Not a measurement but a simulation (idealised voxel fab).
You're looking at the process module voxel plated lines.
Pictured: cross-section cut, 245 nm wide, on a grid of 5 nm square cells.
In this document a cross-section is written as a grid of square cells. It is given as a series of bands, listed from the top down, and a band is one or more rows of cells. The band entry comprises the height of the band's top followed by the height of its bottom, expressed in nm, and subsequently the band's materials from left to right, each stated together with its width in nm. Where a single material is marked with the word "full width", that material fills the band from edge to edge. The word "air" represents empty space. Zero point of the height axis is 0; under it, received wafer = one material. Lowest band: continues down indefinitely, "z 0 and below". Think of "30 to 40" as a width that walks from the first number to the second as you go down the band, top row to bottom row, taking equal-sized steps from row to row. What does "no alteration" mean for a step? It means no cell of the cross-section changed in that step. Each empty space that has no open way to the top and spans at least 8 cells appears under "Sealed-off cavities" as width x height at distance, the distance counted from the left edge, all in nm. Past the settings on a step's line: simulator remark, on that step. "overlay nm" answers the question of how far to the right of plan the mask lay on a step that has a mask, and when it is negative the answer is to the left.

**List of planned process steps**
| 1 | RECEIVE (material Si) |
| 2 | CONFORMAL_DEP (material SiO2; thk nm 10) |
| 3 | DIRECTIONAL_DEP (material TiN; thk nm 5) |
| 4 | PATTERN (tone open; mask id LINES; material resist; width nm 25; pitch nm 55; thk nm 15; overlay nm 0) |
| 5 | EPI (material Ru; thk nm 10) |
| 6 | STRIP (etch materials resist) |
| 7 | DIRECTIONAL_ETCH (etch materials TiN; depth nm 5) |
| 8 | CONFORMAL_DEP (material SiCN; thk nm 10) |

**First out of two wafers; run went to plan**

**As received (post step 1): cross-section**
* z 0 and below = Si full width
* Sealed-off cavities: none

**Wafer xsec, post step 2**
* z 10 to 0 = SiO2 full width
* Under the height 0 nothing was changed.

**Wafer xsec, post step 3**
* z 15 to 10 = TiN full width
* Under the height 10 nothing was changed.

**Wafer xsec, post step 4**
* z 30 to 15 = 80 of resist  25 of air  30 of resist  25 of air  85 of resist
* Under the height 15 nothing was changed.

**Wafer xsec, post step 5**
* z 30 to 25 = 80 of resist  25 of air  30 of resist  25 of air  85 of resist
* z 25 to 15 = 80 of resist  25 of Ru  30 of resist  25 of Ru  85 of resist
* Under the height 15 nothing was changed.

**Wafer xsec, post step 6**
* z 25 to 15 = 80 of air  25 of Ru  30 of air  25 of Ru  85 of air
* Under the height 15 nothing was changed.

**Wafer xsec, post step 7**
* z 25 to 15 = 80 of air  25 of Ru  30 of air  25 of Ru  85 of air
* z 15 to 10 = 80 of air  25 of TiN  30 of air  25 of TiN  85 of air
* Under the height 10 nothing was changed.

**Wafer xsec, post step 8**
* z 35 to 25 = 70 of air  45 of SiCN  10 of air  45 of SiCN  75 of air
* z 25 to 20 = 70 of air  10 of SiCN  25 of Ru  10 of SiCN  10 of air  10 of SiCN  25 of Ru  10 of SiCN  75 of air
* z 20 to 15 = 80 of SiCN  25 of Ru  30 of SiCN  25 of Ru  85 of SiCN
* z 15 to 10 = 80 of SiCN  25 of TiN  30 of SiCN  25 of TiN  85 of SiCN
* Under the height 10 nothing was changed.

**Second wafer, same starting conditions and recipe as the first, one mistake in executing it, nothing differs from the first up to and including step 3**

**Cross-sectional representation of the second wafer at the time designated in the plan for the completion of step 4**
* z 30 to 15 = 80 of resist  30 of air  25 of resist  30 of air  80 of resist
* Under the height 15 nothing was changed.

**Cross-sectional representation of the second wafer at the time designated in the plan for the completion of step 5**
* z 30 to 25 = 80 of resist  30 of air  25 of resist  30 of air  80 of resist
* z 25 to 15 = 80 of resist  30 of Ru  25 of resist  30 of Ru  80 of resist
* Under the height 15 nothing was changed.

**Cross-sectional representation of the second wafer at the time designated in the plan for the completion of step 6**
* z 25 to 15 = 80 of air  30 of Ru  25 of air  30 of Ru  80 of air
* Under the height 15 nothing was changed.

**Cross-sectional representation of the second wafer at the time designated in the plan for the completion of step 7**
* z 25 to 15 = 80 of air  30 of Ru  25 of air  30 of Ru  80 of air
* z 15 to 10 = 80 of air  30 of TiN  25 of air  30 of TiN  80 of air
* Under the height 10 nothing was changed.

**Cross-sectional representation of the second wafer at the time designated in the plan for the completion of step 8**
* z 35 to 25 = 70 of air  50 of SiCN  5 of air  50 of SiCN  70 of air
* z 25 to 20 = 70 of air  10 of SiCN  30 of Ru  10 of SiCN  5 of air  10 of SiCN  30 of Ru  10 of SiCN  70 of air
* z 20 to 15 = 80 of SiCN  30 of Ru  25 of SiCN  30 of Ru  80 of SiCN
* z 15 to 10 = 80 of SiCN  30 of TiN  25 of SiCN  30 of TiN  80 of SiCN
* Under the height 10 nothing was changed.
So what did we get wrong on this run? the process deviated at step 4: the operation and settings actually run there were PATTERN (tone open; mask id LINES; material resist; width nm 30; pitch nm 55; thk nm 15; overlay nm 0)
Heads up, by the end the second wafer has more or fewer cells of some materials compared to the first: Ru +4; TiN +2
